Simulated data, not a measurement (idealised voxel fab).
process module | voxel transistor to metal
cross-section cut | 170 nm wide | cells 5 nm
A cross-section is a grid of square cells, given in bands from the top down. A band is one or more rows of cells.
Each band's line starts with the height of the band's top and of its bottom, in nm. Then come its materials from left to right, each with its width in nm. One material with "throughout" fills the band from edge to edge. "air" is empty space.
Height 0 is the level under which the wafer as received is all one material. The lowest band goes on downwards, as in "0 down".
A width such as "30 to 40" changes by the same amount from each row of cells to the next, from the band's top row to its bottom row.
"no change" after a step means that no cell of the cross-section changed.
closed voids: empty space of 8 cells or more with no open way to the top, each as width x height at its distance from the left edge, in nm
after a step's settings: what the simulator itself notes on the step
overlay nm, on a step with a mask: how far to the right of its planned place the mask lay; to the left if negative
plan
1 op RECEIVE | material Si
2 op OXIDIZE | depth nm 5
3 op CONFORMAL_DEP | material SiN | thk nm 10
4 op PATTERN | tone cover | mask id ACTIVE | material resist | width nm 95 | thk nm 20 | overlay nm 0
5 op DIRECTIONAL_ETCH | etch materials SiN | depth nm 10
6 op DIRECTIONAL_ETCH | etch materials SiO2 | depth nm 5
7 op DIRECTIONAL_ETCH | etch materials Si | depth nm 35
8 op STRIP | etch materials resist
9 op OXIDIZE | depth nm 5
10 op FILL_DEP | material SiO2 | thk nm 15
11 op CMP | height nm 10
12 op SELECTIVE_ETCH | etch materials SiO2 | depth nm 10
13 op STRIP | etch materials SiN
14 op SELECTIVE_ETCH | etch materials SiO2 | depth nm 5
15 op OXIDIZE | depth nm 5
16 op DIRECTIONAL_DEP | material polySi | thk nm 25
17 op DIRECTIONAL_DEP | material SiCN | thk nm 10
18 op MASKED_ETCH | tone cover | mask id GATE | width nm 25 | etch materials SiCN | depth nm 20 | overlay nm 0
19 op MASKED_ETCH | tone cover | mask id GATE | width nm 25 | etch materials polySi | depth nm 35 | overlay nm 0
20 op CONFORMAL_DEP | material SiO2 | thk nm 5
21 op DIRECTIONAL_ETCH | etch materials SiO2 | depth nm 5
22 op CONFORMAL_DEP | material SiN | thk nm 10
23 op DIRECTIONAL_ETCH | etch materials SiN | depth nm 10
24 op DIRECTIONAL_ETCH | etch materials SiO2 | depth nm 5
25 op EPI | material pSi | thk nm 5
26 op FILL_DEP | material SiO2 | thk nm 10
27 op CMP | height nm 20
28 op STRIP | etch materials polySi
29 op SELECTIVE_ETCH | etch materials SiO2 | depth nm 5
30 op CONFORMAL_DEP | material HfO2 | thk nm 5
31 op CONFORMAL_DEP | material TiN | thk nm 5
32 op FILL_DEP | material W | thk nm 10
33 op CMP | height nm 15
34 op DIRECTIONAL_DEP | material SiO2 | thk nm 15
35 op MASKED_ETCH | tone open | mask id CONTACT | width nm 15 | pitch nm 70 | etch materials SiO2 | depth nm 35 | overlay nm 0
36 op CONFORMAL_DEP | material TiN | thk nm 5
37 op FILL_DEP | material W | thk nm 10
38 op CMP | height nm 30
39 op CONFORMAL_DEP | material SiN | thk nm 5
40 op DIRECTIONAL_DEP | material lowk | thk nm 20
41 op MASKED_ETCH | tone open | mask id METAL_1 | width nm 15 | pitch nm 70 | etch materials lowk | depth nm 20 | overlay nm 0
42 op MASKED_ETCH | tone open | mask id METAL_1 | width nm 15 | pitch nm 70 | etch materials SiN | depth nm 5 | overlay nm 0
43 op CONFORMAL_DEP | material TiN | thk nm 5
44 op FILL_DEP | material W | thk nm 5
45 op CMP | height nm 55
46 op EPI | material Ru | thk nm 5
47 op FILL_DEP | material SiCN | thk nm 5
first wafer, as planned
as received, after step 1
  0 down: Si throughout
  closed voids: none
after step 2
  0 to -5: SiO2 throughout
  below -5: unchanged
after step 3
  10 to 0: SiN throughout
  below 0: unchanged
after step 4
  30 to 10: air 35 | resist 95 | air 40
  below 10: unchanged
after step 5
  30 to 10: air 35 | resist 95 | air 40
  10 to 0: air 35 | SiN 95 | air 40
  below 0: unchanged
after step 6
  30 to 10: air 35 | resist 95 | air 40
  10 to 0: air 35 | SiN 95 | air 40
  0 to -5: air 35 | SiO2 95 | air 40
  below -5: unchanged
after step 7
  30 to 10: air 35 | resist 95 | air 40
  10 to 0: air 35 | SiN 95 | air 40
  0 to -5: air 35 | SiO2 95 | air 40
  -5 to -40: air 35 | Si 95 | air 40
  below -40: unchanged
after step 8
  10 to 0: air 35 | SiN 95 | air 40
  below 0: unchanged
after step 9
  10 to 0: air 35 | SiN 95 | air 40
  0 to -5: air 35 | SiO2 95 | air 40
  -5 to -40: air 35 | SiO2 5 | Si 85 | SiO2 5 | air 40
  -40 to -45: SiO2 40 | Si 85 | SiO2 45
  below -45: unchanged
after step 10
  25 to 10: SiO2 throughout
  10 to 0: SiO2 35 | SiN 95 | SiO2 40
  0 to -5: SiO2 throughout
  -5 to -45: SiO2 40 | Si 85 | SiO2 45
  below -45: unchanged
after step 11
  10 to 0: SiO2 35 | SiN 95 | SiO2 40
  below 0: unchanged
after step 12
  10 to 0: air 35 | SiN 95 | air 40
  below 0: unchanged
after step 13
  0 to -5: SiO2 throughout
  below -5: unchanged
after step 14
  -5 to -45: SiO2 40 | Si 85 | SiO2 45
  below -45: unchanged
after step 15
  -5 to -10: SiO2 throughout
  below -10: unchanged
after step 16
  20 to -5: polySi throughout
  below -5: unchanged
after step 17
  30 to 20: SiCN throughout
  below 20: unchanged
after step 18
  30 to 20: air 70 | SiCN 25 | air 75
  below 20: unchanged
after step 19
  30 to 20: air 70 | SiCN 25 | air 75
  20 to -5: air 70 | polySi 25 | air 75
  below -5: unchanged
after step 20
  35 to 30: air 65 | SiO2 35 | air 70
  30 to 20: air 65 | SiO2 5 | SiCN 25 | SiO2 5 | air 70
  20 to 0: air 65 | SiO2 5 | polySi 25 | SiO2 5 | air 70
  0 to -5: SiO2 70 | polySi 25 | SiO2 75
  below -5: unchanged
after step 21
  30 to 20: air 65 | SiO2 5 | SiCN 25 | SiO2 5 | air 70
  20 to -5: air 65 | SiO2 5 | polySi 25 | SiO2 5 | air 70
  below -5: unchanged
after step 22
  40 to 30: air 55 | SiN 55 | air 60
  30 to 20: air 55 | SiN 10 | SiO2 5 | SiCN 25 | SiO2 5 | SiN 10 | air 60
  20 to 5: air 55 | SiN 10 | SiO2 5 | polySi 25 | SiO2 5 | SiN 10 | air 60
  5 to -5: SiN 65 | SiO2 5 | polySi 25 | SiO2 5 | SiN 70
  below -5: unchanged
after step 23
  30 to 20: air 55 | SiN 10 | SiO2 5 | SiCN 25 | SiO2 5 | SiN 10 | air 60
  20 to -5: air 55 | SiN 10 | SiO2 5 | polySi 25 | SiO2 5 | SiN 10 | air 60
  below -5: unchanged
after step 24
  30 to 25: air 55 | SiN 10 | air 5 | SiCN 25 | air 5 | SiN 10 | air 60
  25 to 20: air 55 | SiN 10 | SiO2 5 | SiCN 25 | SiO2 5 | SiN 10 | air 60
  20 to -5: air 55 | SiN 10 | SiO2 5 | polySi 25 | SiO2 5 | SiN 10 | air 60
  -5 to -10: air 55 | SiO2 55 | air 60
  below -10: unchanged
after step 25
  30 to 25: air 55 | SiN 10 | air 5 | SiCN 25 | air 5 | SiN 10 | air 60
  25 to 20: air 55 | SiN 10 | SiO2 5 | SiCN 25 | SiO2 5 | SiN 10 | air 60
  20 to -5: air 55 | SiN 10 | SiO2 5 | polySi 25 | SiO2 5 | SiN 10 | air 60
  -5 to -10: air 35 | pSi 20 | SiO2 55 | pSi 20 | air 40
  below -10: unchanged
after step 26
  40 to 30: SiO2 throughout
  30 to 20: SiO2 55 | SiN 10 | SiO2 5 | SiCN 25 | SiO2 5 | SiN 10 | SiO2 60
  20 to -5: SiO2 55 | SiN 10 | SiO2 5 | polySi 25 | SiO2 5 | SiN 10 | SiO2 60
  -5 to -10: SiO2 35 | pSi 20 | SiO2 55 | pSi 20 | SiO2 40
  below -10: unchanged
after step 27
  20 to -5: SiO2 55 | SiN 10 | SiO2 5 | polySi 25 | SiO2 5 | SiN 10 | SiO2 60
  below -5: unchanged
after step 28
  20 to -5: SiO2 55 | SiN 10 | SiO2 5 | air 25 | SiO2 5 | SiN 10 | SiO2 60
  below -5: unchanged
after step 29
  20 to 15: air 55 | SiN 10 | air 35 | SiN 10 | air 60
  15 to -5: SiO2 55 | SiN 10 | air 35 | SiN 10 | SiO2 60
  -5 to -10: SiO2 35 | pSi 20 | SiO2 10 | air 35 | SiO2 10 | pSi 20 | SiO2 40
  below -10: unchanged
after step 30
  25 to 20: air 50 | HfO2 20 | air 25 | HfO2 20 | air 55
  20 to 15: HfO2 55 | SiN 10 | HfO2 5 | air 25 | HfO2 5 | SiN 10 | HfO2 60
  15 to -5: SiO2 55 | SiN 10 | HfO2 5 | air 25 | HfO2 5 | SiN 10 | SiO2 60
  -5 to -10: SiO2 35 | pSi 20 | SiO2 10 | HfO2 35 | SiO2 10 | pSi 20 | SiO2 40
  below -10: unchanged
after step 31
  30 to 25: air 45 | TiN 30 | air 15 | TiN 30 | air 50
  25 to 20: TiN 50 | HfO2 20 | TiN 5 | air 15 | TiN 5 | HfO2 20 | TiN 55
  20 to 15: HfO2 55 | SiN 10 | HfO2 5 | TiN 5 | air 15 | TiN 5 | HfO2 5 | SiN 10 | HfO2 60
  15 to 0: SiO2 55 | SiN 10 | HfO2 5 | TiN 5 | air 15 | TiN 5 | HfO2 5 | SiN 10 | SiO2 60
  0 to -5: SiO2 55 | SiN 10 | HfO2 5 | TiN 25 | HfO2 5 | SiN 10 | SiO2 60
  below -5: unchanged
after step 32
  40 to 30: W throughout
  30 to 25: W 45 | TiN 30 | W 15 | TiN 30 | W 50
  25 to 20: TiN 50 | HfO2 20 | TiN 5 | W 15 | TiN 5 | HfO2 20 | TiN 55
  20 to 15: HfO2 55 | SiN 10 | HfO2 5 | TiN 5 | W 15 | TiN 5 | HfO2 5 | SiN 10 | HfO2 60
  15 to 0: SiO2 55 | SiN 10 | HfO2 5 | TiN 5 | W 15 | TiN 5 | HfO2 5 | SiN 10 | SiO2 60
  below 0: unchanged
after step 33
  15 to 0: SiO2 55 | SiN 10 | HfO2 5 | TiN 5 | W 15 | TiN 5 | HfO2 5 | SiN 10 | SiO2 60
  below 0: unchanged
after step 34
  30 to 15: SiO2 throughout
  below 15: unchanged
after step 35
  30 to 15: SiO2 40 | air 15 | SiO2 55 | air 15 | SiO2 45
  15 to 0: SiO2 40 | air 15 | SiN 10 | HfO2 5 | TiN 5 | W 15 | TiN 5 | HfO2 5 | SiN 10 | air 15 | SiO2 45
  0 to -5: SiO2 40 | air 15 | SiN 10 | HfO2 5 | TiN 25 | HfO2 5 | SiN 10 | air 15 | SiO2 45
  below -5: unchanged
after step 36
  35 to 30: TiN 45 | air 5 | TiN 65 | air 5 | TiN 50
  30 to 15: SiO2 40 | TiN 5 | air 5 | TiN 5 | SiO2 55 | TiN 5 | air 5 | TiN 5 | SiO2 45
  15 to 0: SiO2 40 | TiN 5 | air 5 | TiN 5 | SiN 10 | HfO2 5 | TiN 5 | W 15 | TiN 5 | HfO2 5 | SiN 10 | TiN 5 | air 5 | TiN 5 | SiO2 45
  0 to -5: SiO2 40 | TiN 15 | SiN 10 | HfO2 5 | TiN 25 | HfO2 5 | SiN 10 | TiN 15 | SiO2 45
  below -5: unchanged
after step 37
  45 to 35: W throughout
  35 to 30: TiN 45 | W 5 | TiN 65 | W 5 | TiN 50
  30 to 15: SiO2 40 | TiN 5 | W 5 | TiN 5 | SiO2 55 | TiN 5 | W 5 | TiN 5 | SiO2 45
  15 to 0: SiO2 40 | TiN 5 | W 5 | TiN 5 | SiN 10 | HfO2 5 | TiN 5 | W 15 | TiN 5 | HfO2 5 | SiN 10 | TiN 5 | W 5 | TiN 5 | SiO2 45
  below 0: unchanged
after step 38
  30 to 15: SiO2 40 | TiN 5 | W 5 | TiN 5 | SiO2 55 | TiN 5 | W 5 | TiN 5 | SiO2 45
  below 15: unchanged
after step 39
  35 to 30: SiN throughout
  below 30: unchanged
after step 40
  55 to 35: lowk throughout
  below 35: unchanged
after step 41
  55 to 35: lowk 40 | air 15 | lowk 55 | air 15 | lowk 45
  below 35: unchanged
after step 42
  55 to 35: lowk 40 | air 15 | lowk 55 | air 15 | lowk 45
  35 to 30: SiN 40 | air 15 | SiN 55 | air 15 | SiN 45
  below 30: unchanged
after step 43
  60 to 55: TiN 45 | air 5 | TiN 65 | air 5 | TiN 50
  55 to 35: lowk 40 | TiN 5 | air 5 | TiN 5 | lowk 55 | TiN 5 | air 5 | TiN 5 | lowk 45
  35 to 30: SiN 40 | TiN 15 | SiN 55 | TiN 15 | SiN 45
  below 30: unchanged
after step 44
  65 to 60: W throughout
  60 to 55: TiN 45 | W 5 | TiN 65 | W 5 | TiN 50
  55 to 35: lowk 40 | TiN 5 | W 5 | TiN 5 | lowk 55 | TiN 5 | W 5 | TiN 5 | lowk 45
  below 35: unchanged
after step 45
  55 to 35: lowk 40 | TiN 5 | W 5 | TiN 5 | lowk 55 | TiN 5 | W 5 | TiN 5 | lowk 45
  below 35: unchanged
after step 46
  60 to 55: air 35 | Ru 25 | air 45 | Ru 25 | air 40
  below 55: unchanged
after step 47
  65 to 60: SiCN throughout
  60 to 55: SiCN 35 | Ru 25 | SiCN 45 | Ru 25 | SiCN 40
  below 55: unchanged
second wafer: like start, like plan, one mistake. Through step 38 it matches the first wafer
when step 39 should have ended
  50 to 30: lowk throughout
  below 30: unchanged
when step 40 should have ended
  55 to 50: SiN throughout
  below 50: unchanged
when step 41 should have ended: no change
when step 42 should have ended
  55 to 50: SiN 40 | air 15 | SiN 55 | air 15 | SiN 45
  below 50: unchanged
when step 43 should have ended
  60 to 55: TiN 45 | air 5 | TiN 65 | air 5 | TiN 50
  55 to 50: SiN 40 | TiN 15 | SiN 55 | TiN 15 | SiN 45
  below 50: unchanged
when step 44 should have ended
  65 to 60: W throughout
  60 to 55: TiN 45 | W 5 | TiN 65 | W 5 | TiN 50
  below 55: unchanged
when step 45 should have ended
  55 to 50: SiN 40 | TiN 15 | SiN 55 | TiN 15 | SiN 45
  below 50: unchanged
when step 46 should have ended
  60 to 55: air 35 | Ru 25 | air 45 | Ru 25 | air 40
  below 55: unchanged
when step 47 should have ended
  65 to 60: SiCN throughout
  60 to 55: SiCN 35 | Ru 25 | SiCN 45 | Ru 25 | SiCN 40
  below 55: unchanged
what went wrong: steps 39 and 40 were swapped
at the end the second wafer has, in cells: 16 fewer of TiN | 8 fewer of W | 24 more of lowk
